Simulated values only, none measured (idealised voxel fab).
Process module in this document: voxel transistor to metal
Square cells of 5 nm make up the cross-section cut, whose width is 155 nm.
A cross-section in this document is a grid of square cells, and it is written down as bands, the top band listed before the ones below it; a band is made up of one or more rows of cells.
Heads up on the band format: heights come first, top then bottom, in nm. After that it's the materials left to right, each with its width in nm. A single material flagged "full width" fills the whole band edge to edge, and "air" means there's empty space there.
Heights from 0 (as-received wafer is one material below). Bottom band endless downward, as "z 0 and below".
It should be noted that a width expressed as "30..40" varies in equal increments from row to row of cells within the band, taking the value of the first number at the top row and that of the second number at the bottom row.
You'll sometimes find "no change occurred" written for a step, and that's the way of saying that nowhere in the cross-section did a cell change during that step.
This entry, "Closed-off voids", enumerates those empty regions of no fewer than 8 cells that possess no open connection to the top. Each region is reported in the form width x height at distance, the distance being taken from the left edge, with all three quantities expressed in nm.
Where a step's line continues beyond its settings, the continuation is a remark by the simulator itself on that step.
If you see "overlay nm" on a step's line and that step has a mask, it's telling you how far right of where it was planned the mask ended up; a negative number means it went left instead.
Pairs ahead. Before: cross-section ahead of one process step. After: cross-section once the step is done, shown to the lowest changed band only. Under each pair: that step, with settings. Caution: pairs may come from different runs of this module on the same starting wafer; a pair follows the pair above only where its "Pre-step condition" entry says so.
### Pre-step condition
* z 30 to 15: air: 25, then resist: 105, then air: 25
* z 15 to 5: air: 25, then SiN: 105, then air: 25
* z 5 to 0: air: 25, then SiO2: 105, then air: 25
* z 0 to -35: air: 25, then Si: 105, then air: 25
* z -35 and below: Si full width
* Closed-off voids: none
### after
* z 30 to 15: air: 25, then resist: 105, then air: 25
* z 15 to 5: air: 25, then SiN: 105, then air: 25
* z 5 to 0: air: 25, then SiO2: 105, then air: 25
* z 0 to -70: air: 25, then Si: 105, then air: 25
* Under -70: no change, same as before.
* Closed-off voids: none
The cross-sections above show the structure before and after this step: op DIRECTIONAL_ETCH | etch materials Si | depth nm 35
Pre-step condition: The cross-section prior to this step is the one presented after the step of the pair immediately above.
### after
* z 15 to 5: air: 25, then SiN: 105, then air: 25
* Under 5: no change, same as before.
* Closed-off voids: none
The cross-sections above show the structure before and after this step: op STRIP | etch materials resist
Pre-step condition: The cross-section prior to this step is the one presented after the step of the pair immediately above.
### after
* z 15 to 5: air: 25, then SiN: 105, then air: 25
* z 5 to 0: air: 25, then SiO2: 105, then air: 25
* z 0 to -70: air: 25, then SiO2: 5, then Si: 95, then SiO2: 5, then air: 25
* z -70 to -75: SiO2: 30, then Si: 95, then SiO2: 30
* Under -75: no change, same as before.
* Closed-off voids: none
The cross-sections above show the structure before and after this step: op OXIDIZE | depth nm 5
Pre-step condition: The cross-section prior to this step is the one presented after the step of the pair immediately above.
### after
* z 25 to 15: SiO2 full width
* z 15 to 5: SiO2: 25, then SiN: 105, then SiO2: 25
* z 5 to 0: SiO2 full width
* z 0 to -75: SiO2: 30, then Si: 95, then SiO2: 30
* Under -75: no change, same as before.
* Closed-off voids: none
The cross-sections above show the structure before and after this step: op FILL_DEP | material SiO2 | thk nm 10
Pre-step condition: The cross-section prior to this step is the one presented after the step of the pair immediately above.
### after
* z 15 to 5: SiO2: 25, then SiN: 105, then SiO2: 25
* Under 5: no change, same as before.
* Closed-off voids: none
The cross-sections above show the structure before and after this step: op CMP | height nm 15
Pre-step condition: The cross-section prior to this step is the one presented after the step of the pair immediately above.
### after
* z 15 to 5: air: 25, then SiN: 105, then air: 25
* Under 5: no change, same as before.
* Closed-off voids: none
The cross-sections above show the structure before and after this step: op SELECTIVE_ETCH | etch materials SiO2 | depth nm 10
Pre-step condition: The cross-section prior to this step is the one presented after the step of the pair immediately above.
### after
* z 5 to 0: SiO2 full width
* Under 0: no change, same as before.
* Closed-off voids: none
The cross-sections above show the structure before and after this step: op STRIP | etch materials SiN
Pre-step condition: The cross-section prior to this step is the one presented after the step of the pair immediately above.
### after
* z 0 to -75: SiO2: 30, then Si: 95, then SiO2: 30
* Under -75: no change, same as before.
* Closed-off voids: none
The cross-sections above show the structure before and after this step: op SELECTIVE_ETCH | etch materials SiO2 | depth nm 5
Pre-step condition: The cross-section prior to this step is the one presented after the step of the pair immediately above.
### after
* z 0 to -5: SiO2 full width
* Under -5: no change, same as before.
* Closed-off voids: none
The cross-sections above show the structure before and after this step: op OXIDIZE | depth nm 5
Pre-step condition: The cross-section prior to this step is the one presented after the step of the pair immediately above.
### after
* z 20 to 0: polySi full width
* Under 0: no change, same as before.
* Closed-off voids: none
The cross-sections above show the structure before and after this step: op DIRECTIONAL_DEP | material polySi | thk nm 20
Pre-step condition: The cross-section prior to this step is the one presented after the step of the pair immediately above.
### after
* z 30 to 20: SiCN full width
* Under 20: no change, same as before.
* Closed-off voids: none
The cross-sections above show the structure before and after this step: op DIRECTIONAL_DEP | material SiCN | thk nm 10
Pre-step condition: The cross-section prior to this step is the one presented after the step of the pair immediately above.
### after
* z 30 to 20: air: 65, then SiCN: 25, then air: 65
* Under 20: no change, same as before.
* Closed-off voids: none
The cross-sections above show the structure before and after this step: op MASKED_ETCH | tone cover | mask id GATE | width nm 25 | etch materials SiCN | depth nm 20 | overlay nm 0
Pre-step condition: The cross-section prior to this step is the one presented after the step of the pair immediately above.
### after
* z 30 to 20: air: 65, then SiCN: 25, then air: 65
* z 20 to 0: air: 65, then polySi: 25, then air: 65
* Under 0: no change, same as before.
* Closed-off voids: none
The cross-sections above show the structure before and after this step: op MASKED_ETCH | tone cover | mask id GATE | width nm 25 | etch materials polySi | depth nm 30 | overlay nm 0
Pre-step condition: The cross-section prior to this step is the one presented after the step of the pair immediately above.
### after
* z 40 to 30: air: 55, then SiN: 45, then air: 55
* z 30 to 20: air: 55, then SiN: 10, then SiCN: 25, then SiN: 10, then air: 55
* z 20 to 10: air: 55, then SiN: 10, then polySi: 25, then SiN: 10, then air: 55
* z 10 to 0: SiN: 65, then polySi: 25, then SiN: 65
* Under 0: no change, same as before.
* Closed-off voids: none
The cross-sections above show the structure before and after this step: op CONFORMAL_DEP | material SiN | thk nm 10
Pre-step condition: The cross-section prior to this step is the one presented after the step of the pair immediately above.
### after
* z 30 to 20: air: 55, then SiN: 10, then SiCN: 25, then SiN: 10, then air: 55
* z 20 to 0: air: 55, then SiN: 10, then polySi: 25, then SiN: 10, then air: 55
* Under 0: no change, same as before.
* Closed-off voids: none
The cross-sections above show the structure before and after this step: op DIRECTIONAL_ETCH | etch materials SiN | depth nm 10
Pre-step condition: The cross-section prior to this step is the one presented after the step of the pair immediately above.
### after
* z 30 to 20: air: 55, then SiN: 10, then SiCN: 25, then SiN: 10, then air: 55
* z 20 to 0: air: 55, then SiN: 10, then polySi: 25, then SiN: 10, then air: 55
* z 0 to -5: air: 55, then SiO2: 45, then air: 55
* Under -5: no change, same as before.
* Closed-off voids: none
The cross-sections above show the structure before and after this step: op DIRECTIONAL_ETCH | etch materials SiO2 | depth nm 5
Pre-step condition: The cross-section prior to this step is the one presented after the step of the pair immediately above.
### after
* z 30 to 20: air: 55, then SiN: 10, then SiCN: 25, then SiN: 10, then air: 55
* z 20 to 0: air: 55, then SiN: 10, then polySi: 25, then SiN: 10, then air: 55
* z 0 to -5: air: 25, then SiGe: 30, then SiO2: 45, then SiGe: 30, then air: 25
* Under -5: no change, same as before.
* Closed-off voids: none
The cross-sections above show the structure before and after this step: op EPI | material SiGe | thk nm 5
Pre-step condition: The cross-section prior to this step is the one presented after the step of the pair immediately above.
### after
* z 40 to 30: SiO2 full width
* z 30 to 20: SiO2: 55, then SiN: 10, then SiCN: 25, then SiN: 10, then SiO2: 55
* z 20 to 0: SiO2: 55, then SiN: 10, then polySi: 25, then SiN: 10, then SiO2: 55
* z 0 to -5: SiO2: 25, then SiGe: 30, then SiO2: 45, then SiGe: 30, then SiO2: 25
* Under -5: no change, same as before.
* Closed-off voids: none
The cross-sections above show the structure before and after this step: op FILL_DEP | material SiO2 | thk nm 10
Pre-step condition: The cross-section prior to this step is the one presented after the step of the pair immediately above.
### after
* z 30 to 20: SiO2: 55, then SiN: 10, then SiCN: 25, then SiN: 10, then SiO2: 55
* Under 20: no change, same as before.
* Closed-off voids: none
The cross-sections above show the structure before and after this step: op CMP | height nm 30
Pre-step condition: The cross-section prior to this step is the one presented after the step of the pair immediately above.
### after
* z 40 to 30: SiO2 full width
* Under 30: no change, same as before.
* Closed-off voids: none
The cross-sections above show the structure before and after this step: op DIRECTIONAL_DEP | material SiO2 | thk nm 10
Pre-step condition: The cross-section prior to this step is the one presented after the step of the pair immediately above.
### after
* z 40 to 30: SiO2: 35, then air: 25, then SiO2: 35, then air: 25, then SiO2: 35
* z 30 to 20: SiO2: 35, then air: 20, then SiN: 10, then SiCN: 25, then SiN: 10, then air: 20, then SiO2: 35
* z 20 to 0: SiO2: 35, then air: 20, then SiN: 10, then polySi: 25, then SiN: 10, then air: 20, then SiO2: 35
* Under 0: no change, same as before.
* Closed-off voids: none
The cross-sections above show the structure before and after this step: op MASKED_ETCH | tone open | mask id CONTACT | width nm 25 | pitch nm 60 | etch materials SiO2 | depth nm 40 | overlay nm 0
Pre-step condition: The cross-section prior to this step is the one presented after the step of the pair immediately above.
### after
* z 45 to 40: TiN: 40, then air: 15, then TiN: 45, then air: 15, then TiN: 40
* z 40 to 30: SiO2: 35, then TiN: 5, then air: 15..10, then TiN: 5..10, then SiO2: 35, then TiN: 5..10, then air: 15..10, then TiN: 5, then SiO2: 35
* z 30 to 20: SiO2: 35, then TiN: 5, then air: 10, then TiN: 5, then SiN: 10, then SiCN: 25, then SiN: 10, then TiN: 5, then air: 10, then TiN: 5, then SiO2: 35
* z 20 to 5: SiO2: 35, then TiN: 5, then air: 10, then TiN: 5, then SiN: 10, then polySi: 25, then SiN: 10, then TiN: 5, then air: 10, then TiN: 5, then SiO2: 35
* z 5 to 0: SiO2: 35, then TiN: 20, then SiN: 10, then polySi: 25, then SiN: 10, then TiN: 20, then SiO2: 35
* Under 0: no change, same as before.
* Closed-off voids: none
The cross-sections above show the structure before and after this step: op CONFORMAL_DEP | material TiN | thk nm 5
Pre-step condition: The cross-section prior to this step is the one presented after the step of the pair immediately above.
### after
* z 50 to 45: Ru full width
* z 45 to 40: TiN: 40, then Ru: 15, then TiN: 45, then Ru: 15, then TiN: 40
* z 40 to 30: SiO2: 35, then TiN: 5, then Ru: 15..10, then TiN: 5..10, then SiO2: 35, then TiN: 5..10, then Ru: 15..10, then TiN: 5, then SiO2: 35
* z 30 to 20: SiO2: 35, then TiN: 5, then Ru: 10, then TiN: 5, then SiN: 10, then SiCN: 25, then SiN: 10, then TiN: 5, then Ru: 10, then TiN: 5, then SiO2: 35
* z 20 to 5: SiO2: 35, then TiN: 5, then Ru: 10, then TiN: 5, then SiN: 10, then polySi: 25, then SiN: 10, then TiN: 5, then Ru: 10, then TiN: 5, then SiO2: 35
* Under 5: no change, same as before.
* Closed-off voids: none
The cross-sections above show the structure before and after this step: op FILL_DEP | material Ru | thk nm 5
Pre-step condition: The cross-section prior to this step is the one presented after the step of the pair immediately above.
### after
* z 40 to 30: SiO2: 35, then TiN: 5, then Ru: 15..10, then TiN: 5..10, then SiO2: 35, then TiN: 5..10, then Ru: 15..10, then TiN: 5, then SiO2: 35
* Under 30: no change, same as before.
* Closed-off voids: none
The cross-sections above show the structure before and after this step: op CMP | height nm 40
Pre-step condition: The cross-section prior to this step is the one presented after the step of the pair immediately above.
### after
* z 45 to 40: SiN full width
* Under 40: no change, same as before.
* Closed-off voids: none
The cross-sections above show the structure before and after this step: op CONFORMAL_DEP | material SiN | thk nm 5
Pre-step condition: The cross-section prior to this step is the one presented after the step of the pair immediately above.
### after
* z 65 to 45: SiO2 full width
* Under 45: no change, same as before.
* Closed-off voids: none
The cross-sections above show the structure before and after this step: op DIRECTIONAL_DEP | material SiO2 | thk nm 20
Pre-step condition: The cross-section prior to this step is the one presented after the step of the pair immediately above.
### after
* z 85 to 65: resist: 35, then air: 15, then resist: 55, then air: 15, then resist: 35
* Under 65: no change, same as before.
* Closed-off voids: none
The cross-sections above show the structure before and after this step: op PATTERN | tone open | mask id METAL_1 | material resist | width nm 15 | pitch nm 70 | thk nm 20 | overlay nm 0
Pre-step condition: The cross-section prior to this step is the one presented after the step of the pair immediately above.
### after
* z 85 to 65: resist: 35, then air: 15, then resist: 55, then air: 15, then resist: 35
* z 65 to 45: SiO2: 35, then air: 15, then SiO2: 55, then air: 15, then SiO2: 35
* Under 45: no change, same as before.
* Closed-off voids: none
The cross-sections above show the structure before and after this step: op DIRECTIONAL_ETCH | etch materials SiO2 | depth nm 20
Pre-step condition: The cross-section prior to this step is the one presented after the step of the pair immediately above.
### after
* z 85 to 65: resist: 35, then air: 15, then resist: 55, then air: 15, then resist: 35
* z 65 to 45: SiO2: 35, then air: 15, then SiO2: 55, then air: 15, then SiO2: 35
* z 45 to 40: SiN: 35, then air: 15, then SiN: 55, then air: 15, then SiN: 35
* Under 40: no change, same as before.
* Closed-off voids: none
The cross-sections above show the structure before and after this step: op DIRECTIONAL_ETCH | etch materials SiN | depth nm 5
Pre-step condition: The cross-section prior to this step is the one presented after the step of the pair immediately above.
### after
* z 65 to 45: SiO2: 35, then air: 15, then SiO2: 55, then air: 15, then SiO2: 35
* Under 45: no change, same as before.
* Closed-off voids: none
The cross-sections above show the structure before and after this step: op STRIP | etch materials resist
Pre-step condition: The cross-section prior to this step is the one presented after the step of the pair immediately above.
### after
* z 70 to 65: TiN: 40, then air: 5, then TiN: 65, then air: 5, then TiN: 40
* z 65 to 45: SiO2: 35, then TiN: 5, then air: 5, then TiN: 5, then SiO2: 55, then TiN: 5, then air: 5, then TiN: 5, then SiO2: 35
* z 45 to 40: SiN: 35, then TiN: 15, then SiN: 55, then TiN: 15, then SiN: 35
* Under 40: no change, same as before.
* Closed-off voids: none
The cross-sections above show the structure before and after this step: op CONFORMAL_DEP | material TiN | thk nm 5
Pre-step condition: The cross-section prior to this step is the one presented after the step of the pair immediately above.
### after
* z 75 to 70: Cu full width
* z 70 to 65: TiN: 40, then Cu: 5, then TiN: 65, then Cu: 5, then TiN: 40
* z 65 to 45: SiO2: 35, then TiN: 5, then Cu: 5, then TiN: 5, then SiO2: 55, then TiN: 5, then Cu: 5, then TiN: 5, then SiO2: 35
* Under 45: no change, same as before.
* Closed-off voids: none
The cross-sections above show the structure before and after this step: op FILL_DEP | material Cu | thk nm 5
Pre-step condition: The cross-section prior to this step is the one presented after the step of the pair immediately above.
### after
* z 65 to 45: SiO2: 35, then TiN: 5, then Cu: 5, then TiN: 5, then SiO2: 55, then TiN: 5, then Cu: 5, then TiN: 5, then SiO2: 35
* Under 45: no change, same as before.
* Closed-off voids: none
The cross-sections above show the structure before and after this step: op CMP | height nm 65
Pre-step condition: The cross-section prior to this step is the one presented after the step of the pair immediately above.
### after
* z 70 to 65: air: 30, then Ru: 25, then air: 45, then Ru: 25, then air: 30
* Under 65: no change, same as before.
* Closed-off voids: none
The cross-sections above show the structure before and after this step: op EPI | material Ru | thk nm 5
Pre-step condition: The cross-section prior to this step is the one presented after the step of the pair immediately above.
### after
* z 75 to 70: SiCN full width
* z 70 to 65: SiCN: 30, then Ru: 25, then SiCN: 45, then Ru: 25, then SiCN: 30
* Under 65: no change, same as before.
* Closed-off voids: none
The cross-sections above show the structure before and after this step: op FILL_DEP | material SiCN | thk nm 5
Pre-step condition: The cross-section prior to this step is the one presented after the step of the pair immediately above.
### after
* z 110 to 75: lowk full width
* Under 75: no change, same as before.
* Closed-off voids: none
The cross-sections above show the structure before and after this step: op DIRECTIONAL_DEP | material lowk | thk nm 35
Pre-step condition: The cross-section prior to this step is the one presented after the step of the pair immediately above.
### after
* z 125 to 110: aC full width
* Under 110: no change, same as before.
* Closed-off voids: none
The cross-sections above show the structure before and after this step: op DIRECTIONAL_DEP | material aC | thk nm 15
Pre-step condition: The cross-section prior to this step is the one presented after the step of the pair immediately above.
### after
* z 155 to 125: resist: 35, then air: 15, then resist: 55, then air: 15, then resist: 35
* Under 125: no change, same as before.
* Closed-off voids: none
The cross-sections above show the structure before and after this step: op PATTERN | tone open | mask id METAL_2 | material resist | width nm 15 | pitch nm 70 | thk nm 30 | overlay nm 0
Pre-step condition: The cross-section prior to this step is the one presented after the step of the pair immediately above.
### after
* z 140 to 125: resist: 35, then air: 15, then resist: 55, then air: 15, then resist: 35
* z 125 to 110: aC: 35, then air: 15, then aC: 55, then air: 15, then aC: 35
* Under 110: no change, same as before.
* Closed-off voids: none
The cross-sections above show the structure before and after this step: op DIRECTIONAL_ETCH | etch materials aC | depth nm 15
Pre-step condition: The cross-section prior to this step is the one presented after the step of the pair immediately above.
### after
* z 125 to 110: aC: 35, then air: 15, then aC: 55, then air: 15, then aC: 35
* Under 110: no change, same as before.
* Closed-off voids: none
The cross-sections above show the structure before and after this step: op STRIP | etch materials resist
Pre-step condition: The cross-section prior to this step is the one presented after the step of the pair immediately above.
### after
* z 125 to 110: aC: 35, then air: 15, then aC: 55, then air: 15, then aC: 35
* z 110 to 90: lowk: 35, then air: 15, then lowk: 55, then air: 15, then lowk: 35
* Under 90: no change, same as before.
* Closed-off voids: none
The cross-sections above show the structure before and after this step: op DIRECTIONAL_ETCH | etch materials lowk | depth nm 20
Pre-step condition: The cross-section prior to this step is the one presented after the step of the pair immediately above.
### after
* z 110 to 90: lowk: 35, then air: 15, then lowk: 55, then air: 15, then lowk: 35
* Under 90: no change, same as before.
* Closed-off voids: none
The cross-sections above show the structure before and after this step: op STRIP | etch materials aC
Pre-step condition: The cross-section prior to this step is the one presented after the step of the pair immediately above.
### after
* z 125 to 110: resist: 35, then air: 15, then resist: 55, then air: 15, then resist: 35
* Under 110: no change, same as before.
* Closed-off voids: none
The cross-sections above show the structure before and after this step: op PATTERN | tone open | mask id METAL_2_HOLES | material resist | width nm 15 | pitch nm 70 | thk nm 15 | overlay nm 0
Pre-step condition: The cross-section prior to this step is the one presented after the step of the pair immediately above.
### after
* z 125 to 110: resist: 35, then air: 15, then resist: 55, then air: 15, then resist: 35
* z 110 to 75: lowk: 35, then air: 15, then lowk: 55, then air: 15, then lowk: 35
* Under 75: no change, same as before.
* Closed-off voids: none
The cross-sections above show the structure before and after this step: op DIRECTIONAL_ETCH | etch materials lowk | depth nm 15
Pre-step condition: The cross-section prior to this step is the one presented after the step of the pair immediately above.
### after
* z 125 to 110: resist: 35, then air: 15, then resist: 55, then air: 15, then resist: 35
* z 110 to 75: lowk: 35, then air: 15, then lowk: 55, then air: 15, then lowk: 35
* z 75 to 70: SiCN: 35, then air: 15, then SiCN: 55, then air: 15, then SiCN: 35
* Under 70: no change, same as before.
* Closed-off voids: none
The cross-sections above show the structure before and after this step: op DIRECTIONAL_ETCH | etch materials SiCN | depth nm 5
Pre-step condition: The cross-section prior to this step is the one presented after the step of the pair immediately above.
### after
* z 110 to 75: lowk: 35, then air: 15, then lowk: 55, then air: 15, then lowk: 35
* Under 75: no change, same as before.
* Closed-off voids: none
The cross-sections above show the structure before and after this step: op STRIP | etch materials resist
Pre-step condition: The cross-section prior to this step is the one presented after the step of the pair immediately above.
### after
* z 115 to 110: TiN: 40, then air: 5, then TiN: 65, then air: 5, then TiN: 40
* z 110 to 75: lowk: 35, then TiN: 5, then air: 5, then TiN: 5, then lowk: 55, then TiN: 5, then air: 5, then TiN: 5, then lowk: 35
* z 75 to 70: SiCN: 35, then TiN: 15, then SiCN: 55, then TiN: 15, then SiCN: 35
* Under 70: no change, same as before.
* Closed-off voids: none
The cross-sections above show the structure before and after this step: op CONFORMAL_DEP | material TiN | thk nm 5
Pre-step condition: The cross-section prior to this step is the one presented after the step of the pair immediately above.
### after
* z 120 to 115: Ru full width
* z 115 to 110: TiN: 40, then Ru: 5, then TiN: 65, then Ru: 5, then TiN: 40
* z 110 to 75: lowk: 35, then TiN: 5, then Ru: 5, then TiN: 5, then lowk: 55, then TiN: 5, then Ru: 5, then TiN: 5, then lowk: 35
* Under 75: no change, same as before.
* Closed-off voids: none
The cross-sections above show the structure before and after this step: op FILL_DEP | material Ru | thk nm 5
Pre-step condition: The cross-section prior to this step is the one presented after the step of the pair immediately above.
### after
* z 110 to 75: lowk: 35, then TiN: 5, then Ru: 5, then TiN: 5, then lowk: 55, then TiN: 5, then Ru: 5, then TiN: 5, then lowk: 35
* Under 75: no change, same as before.
* Closed-off voids: none
The cross-sections above show the structure before and after this step: op CMP | height nm 110
Pre-step condition: The cross-section prior to this step is the one presented after the step of the pair immediately above.
### after
* z 115 to 110: SiCN full width
* Under 110: no change, same as before.
* Closed-off voids: none
The cross-sections above show the structure before and after this step: op CONFORMAL_DEP | material SiCN | thk nm 5
### Pre-step condition
* z 30 to 20: SiO2: 55, then SiN: 10, then SiCN: 25, then SiN: 10, then SiO2: 55
* z 20 to 0: SiO2: 55, then SiN: 10, then polySi: 25, then SiN: 10, then SiO2: 55
* z 0 to -5: SiO2: 25, then SiGe: 30, then SiO2: 45, then SiGe: 30, then SiO2: 25
* z -5 to -40: SiO2: 30, then Si: 95, then SiO2: 30
* z -40 and below: Si full width
* Closed-off voids: none
### after
* z 30 to 20: SiO2: 35, then air: 20, then SiN: 10, then SiCN: 25, then SiN: 10, then air: 20, then SiO2: 35
* z 20 to 0: SiO2: 35, then air: 20, then SiN: 10, then polySi: 25, then SiN: 10, then air: 20, then SiO2: 35
* Under 0: no change, same as before.
* Closed-off voids: none
The cross-sections above show the structure before and after this step: op MASKED_ETCH | tone open | mask id CONTACT | width nm 25 | pitch nm 60 | etch materials SiO2 | depth nm 40 | overlay nm 0
Pre-step condition: The cross-section prior to this step is the one presented after the step of the pair immediately above.
### after
* z 40 to 30: SiO2: 35, then air: 20, then SiO2: 45, then air: 20, then SiO2: 35
* z 30 to 20: SiO2: 35, then air: 20, then SiN: 10, then SiCN: 25, then SiN: 10, then air: 20, then SiO2: 35
* z 20 to 10: SiO2: 35, then air: 20, then SiN: 10, then polySi: 25, then SiN: 10, then air: 20, then SiO2: 35
* z 10 to 0: SiO2: 55, then SiN: 10, then polySi: 25, then SiN: 10, then SiO2: 55
* Under 0: no change, same as before.
* Closed-off voids: none
The cross-sections above show the structure before and after this step: op DIRECTIONAL_DEP | material SiO2 | thk nm 10
Pre-step condition: The cross-section prior to this step is the one presented after the step of the pair immediately above.
### after
* z 45 to 40: TiN: 40, then air: 10, then TiN: 55, then air: 10, then TiN: 40
* z 40 to 30: SiO2: 35, then TiN: 5, then air: 10, then TiN: 5, then SiO2: 45, then TiN: 5, then air: 10, then TiN: 5, then SiO2: 35
* z 30 to 20: SiO2: 35, then TiN: 5, then air: 10, then TiN: 5, then SiN: 10, then SiCN: 25, then SiN: 10, then TiN: 5, then air: 10, then TiN: 5, then SiO2: 35
* z 20 to 15: SiO2: 35, then TiN: 5, then air: 10, then TiN: 5, then SiN: 10, then polySi: 25, then SiN: 10, then TiN: 5, then air: 10, then TiN: 5, then SiO2: 35
* z 15 to 10: SiO2: 35, then TiN: 20, then SiN: 10, then polySi: 25, then SiN: 10, then TiN: 20, then SiO2: 35
* Under 10: no change, same as before.
* Closed-off voids: none
The cross-sections above show the structure before and after this step: op CONFORMAL_DEP | material TiN | thk nm 5
Pre-step condition: The cross-section prior to this step is the one presented after the step of the pair immediately above.
### after
* z 50 to 45: Ru full width
* z 45 to 40: TiN: 40, then Ru: 10, then TiN: 55, then Ru: 10, then TiN: 40
* z 40 to 30: SiO2: 35, then TiN: 5, then Ru: 10, then TiN: 5, then SiO2: 45, then TiN: 5, then Ru: 10, then TiN: 5, then SiO2: 35
* z 30 to 20: SiO2: 35, then TiN: 5, then Ru: 10, then TiN: 5, then SiN: 10, then SiCN: 25, then SiN: 10, then TiN: 5, then Ru: 10, then TiN: 5, then SiO2: 35
* z 20 to 15: SiO2: 35, then TiN: 5, then Ru: 10, then TiN: 5, then SiN: 10, then polySi: 25, then SiN: 10, then TiN: 5, then Ru: 10, then TiN: 5, then SiO2: 35
* Under 15: no change, same as before.
* Closed-off voids: none
The cross-sections above show the structure before and after this step: op FILL_DEP | material Ru | thk nm 5
Pre-step condition: The cross-section prior to this step is the one presented after the step of the pair immediately above.
### after
* z 40 to 30: SiO2: 35, then TiN: 5, then Ru: 10, then TiN: 5, then SiO2: 45, then TiN: 5, then Ru: 10, then TiN: 5, then SiO2: 35
* Under 30: no change, same as before.
* Closed-off voids: none
The cross-sections above show the structure before and after this step: op CMP | height nm 40
Pre-step condition: The cross-section prior to this step is the one presented after the step of the pair immediately above.
### after
* z 45 to 40: SiN full width
* Under 40: no change, same as before.
* Closed-off voids: none
The cross-sections above show the structure before and after this step: op CONFORMAL_DEP | material SiN | thk nm 5
Pre-step condition: The cross-section prior to this step is the one presented after the step of the pair immediately above.
### after
* z 65 to 45: SiO2 full width
* Under 45: no change, same as before.
* Closed-off voids: none
The cross-sections above show the structure before and after this step: op DIRECTIONAL_DEP | material SiO2 | thk nm 20
Pre-step condition: The cross-section prior to this step is the one presented after the step of the pair immediately above.
### after
* z 85 to 65: resist: 35, then air: 15, then resist: 55, then air: 15, then resist: 35
* Under 65: no change, same as before.
* Closed-off voids: none
The cross-sections above show the structure before and after this step: op PATTERN | tone open | mask id METAL_1 | material resist | width nm 15 | pitch nm 70 | thk nm 20 | overlay nm 0
Pre-step condition: The cross-section prior to this step is the one presented after the step of the pair immediately above.
### after
* z 85 to 65: resist: 35, then air: 15, then resist: 55, then air: 15, then resist: 35
* z 65 to 45: SiO2: 35, then air: 15, then SiO2: 55, then air: 15, then SiO2: 35
* Under 45: no change, same as before.
* Closed-off voids: none
The cross-sections above show the structure before and after this step: op DIRECTIONAL_ETCH | etch materials SiO2 | depth nm 20
Pre-step condition: The cross-section prior to this step is the one presented after the step of the pair immediately above.
### after
* z 85 to 65: resist: 35, then air: 15, then resist: 55, then air: 15, then resist: 35
* z 65 to 45: SiO2: 35, then air: 15, then SiO2: 55, then air: 15, then SiO2: 35
* z 45 to 40: SiN: 35, then air: 15, then SiN: 55, then air: 15, then SiN: 35
* Under 40: no change, same as before.
* Closed-off voids: none
The cross-sections above show the structure before and after this step: op DIRECTIONAL_ETCH | etch materials SiN | depth nm 5
Pre-step condition: The cross-section prior to this step is the one presented after the step of the pair immediately above.
### after
* z 65 to 45: SiO2: 35, then air: 15, then SiO2: 55, then air: 15, then SiO2: 35
* Under 45: no change, same as before.
* Closed-off voids: none
The cross-sections above show the structure before and after this step: op STRIP | etch materials resist
Pre-step condition: The cross-section prior to this step is the one presented after the step of the pair immediately above.
### after
* z 70 to 65: TiN: 40, then air: 5, then TiN: 65, then air: 5, then TiN: 40
* z 65 to 45: SiO2: 35, then TiN: 5, then air: 5, then TiN: 5, then SiO2: 55, then TiN: 5, then air: 5, then TiN: 5, then SiO2: 35
* z 45 to 40: SiN: 35, then TiN: 15, then SiN: 55, then TiN: 15, then SiN: 35
* Under 40: no change, same as before.
* Closed-off voids: none
The cross-sections above show the structure before and after this step: op CONFORMAL_DEP | material TiN | thk nm 5
Pre-step condition: The cross-section prior to this step is the one presented after the step of the pair immediately above.
### after
* z 75 to 70: Cu full width
* z 70 to 65: TiN: 40, then Cu: 5, then TiN: 65, then Cu: 5, then TiN: 40
* z 65 to 45: SiO2: 35, then TiN: 5, then Cu: 5, then TiN: 5, then SiO2: 55, then TiN: 5, then Cu: 5, then TiN: 5, then SiO2: 35
* Under 45: no change, same as before.
* Closed-off voids: none
The cross-sections above show the structure before and after this step: op FILL_DEP | material Cu | thk nm 5
Pre-step condition: The cross-section prior to this step is the one presented after the step of the pair immediately above.
### after
* z 65 to 45: SiO2: 35, then TiN: 5, then Cu: 5, then TiN: 5, then SiO2: 55, then TiN: 5, then Cu: 5, then TiN: 5, then SiO2: 35
* Under 45: no change, same as before.
* Closed-off voids: none
The cross-sections above show the structure before and after this step: op CMP | height nm 65
Pre-step condition: The cross-section prior to this step is the one presented after the step of the pair immediately above.
### after
* z 70 to 65: air: 30, then Ru: 25, then air: 45, then Ru: 25, then air: 30
* Under 65: no change, same as before.
* Closed-off voids: none
The cross-sections above show the structure before and after this step: op EPI | material Ru | thk nm 5
Pre-step condition: The cross-section prior to this step is the one presented after the step of the pair immediately above.
### after
* z 75 to 70: SiCN full width
* z 70 to 65: SiCN: 30, then Ru: 25, then SiCN: 45, then Ru: 25, then SiCN: 30
* Under 65: no change, same as before.
* Closed-off voids: none
The cross-sections above show the structure before and after this step: op FILL_DEP | material SiCN | thk nm 5
Pre-step condition: The cross-section prior to this step is the one presented after the step of the pair immediately above.
### after
* z 110 to 75: lowk full width
* Under 75: no change, same as before.
* Closed-off voids: none
The cross-sections above show the structure before and after this step: op DIRECTIONAL_DEP | material lowk | thk nm 35
Pre-step condition: The cross-section prior to this step is the one presented after the step of the pair immediately above.
### after
* z 125 to 110: aC full width
* Under 110: no change, same as before.
* Closed-off voids: none
The cross-sections above show the structure before and after this step: op DIRECTIONAL_DEP | material aC | thk nm 15
Pre-step condition: The cross-section prior to this step is the one presented after the step of the pair immediately above.
### after
* z 155 to 125: resist: 35, then air: 15, then resist: 55, then air: 15, then resist: 35
* Under 125: no change, same as before.
* Closed-off voids: none
The cross-sections above show the structure before and after this step: op PATTERN | tone open | mask id METAL_2 | material resist | width nm 15 | pitch nm 70 | thk nm 30 | overlay nm 0
Pre-step condition: The cross-section prior to this step is the one presented after the step of the pair immediately above.
### after
* z 140 to 125: resist: 35, then air: 15, then resist: 55, then air: 15, then resist: 35
* z 125 to 110: aC: 35, then air: 15, then aC: 55, then air: 15, then aC: 35
* Under 110: no change, same as before.
* Closed-off voids: none
The cross-sections above show the structure before and after this step: op DIRECTIONAL_ETCH | etch materials aC | depth nm 15
Pre-step condition: The cross-section prior to this step is the one presented after the step of the pair immediately above.
### after
* z 125 to 110: aC: 35, then air: 15, then aC: 55, then air: 15, then aC: 35
* Under 110: no change, same as before.
* Closed-off voids: none
The cross-sections above show the structure before and after this step: op STRIP | etch materials resist
Pre-step condition: The cross-section prior to this step is the one presented after the step of the pair immediately above.
### after
* z 125 to 110: aC: 35, then air: 15, then aC: 55, then air: 15, then aC: 35
* z 110 to 90: lowk: 35, then air: 15, then lowk: 55, then air: 15, then lowk: 35
* Under 90: no change, same as before.
* Closed-off voids: none
The cross-sections above show the structure before and after this step: op DIRECTIONAL_ETCH | etch materials lowk | depth nm 20
